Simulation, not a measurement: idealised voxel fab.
Process module name: voxel gate over fins
cross-section cut | 190 nm wide | cells 5 nm
This document writes a cross-section as a grid whose cells are square, and gives it as bands, listed from the top down; one or more rows of cells form a band. Look at the band entry: it leads with the top's height and the bottom's height in nm. Then it lists the materials left to right, with a width in nm for each. The word "all across" on a single material says that material fills the band edge to edge. The word "air" is empty space. The level at which height equals 0 is the one under which the wafer, as it arrives, is entirely one material. No lower edge exists for the bottom band, which continues downward and is notated as in "0..down". A two-number width, for instance "30 to 40", indicates that the width is equal to the first number in the top row of the band and to the second number in the bottom row, and that it changes by a constant amount per row of cells. Where the words "changes: none" appear for a step, the cross-section shows no cell changed by that step; every cell remained as before. Closed-off voids of 8+ cells (no open route to the top) go in "Listed closed voids", written width x height at distance from the left edge, in nm. If you see something after the settings on a step's line, that's the simulator's own remark about that step. Among the settings permitted on a step's line is "overlay nm"; applied to a step with a mask, it specifies the extent to which the mask lay to the right of its planned position, whereas a negative figure signifies a position to the left.

**Process steps foreseen in the plan**
1) RECEIVE: material Si
2) CONFORMAL_DEP: material SiN, thk nm 10
3) DIRECTIONAL_DEP: material aC, thk nm 15
4) PATTERN: tone cover, mask id FINS, material resist, width nm 15, pitch nm 40, thk nm 30, overlay nm 0
5) DIRECTIONAL_ETCH: etch materials aC, depth nm 15
6) STRIP: etch materials resist
7) DIRECTIONAL_ETCH: etch materials SiN, depth nm 10
8) DIRECTIONAL_ETCH: etch materials Si, depth nm 30
9) STRIP: etch materials aC
10) FILL_DEP: material SiO2, thk nm 10
11) CMP: height nm 10
12) SELECTIVE_ETCH: etch materials SiO2, depth nm 25
13) STRIP: etch materials SiN
14) CONFORMAL_DEP: material HfO2, thk nm 5
15) CONFORMAL_DEP: material TiN, thk nm 5
16) CONFORMAL_DEP: material TiAl, thk nm 5
17) CONFORMAL_DEP: material TiN, thk nm 5
18) FILL_DEP: material W, thk nm 10
19) CMP: height nm 25
20) CONFORMAL_DEP: material SiCN, thk nm 5

**Here's what the wafer looked like in cross-section when it arrived - that's after step 1**
* 0..down | Si all across
* Listed closed voids: none

**Starting structure and process plan are as shown above, but one mistake was made in running the module; the wafer cross-section at the end of the module follows**
* 30..25 | SiCN all across
* 25..20 | W all across
* 20..15 | TiN all across
* 15..10 | TiAl all across
* 10..5 | TiN all across
* 5..0 | HfO2 (50)  TiN (5)  HfO2 (35)  TiN (5)  HfO2 (35)  TiN (5)  HfO2 (55)
* 0..-10 | Si (45)  HfO2 (5)  TiN (5)  HfO2 (5)  Si (25)  HfO2 (5)  TiN (5)  HfO2 (5)  Si (25)  HfO2 (5)  TiN (5)  HfO2 (5)  Si (50)
* -10..-15 | Si (45)  HfO2 (15)  Si (25)  HfO2 (15)  Si (25)  HfO2 (15)  Si (50)
* -15..-30 | Si (45)  SiO2 (15)  Si (25)  SiO2 (15)  Si (25)  SiO2 (15)  Si (50)
* -30..down | Si all across
* Listed closed voids: none
Processing error: in deviation from the planned setting, step 4 was conducted as PATTERN: tone open, mask id FINS, material resist, width nm 15, pitch nm 40, thk nm 30, overlay nm 0
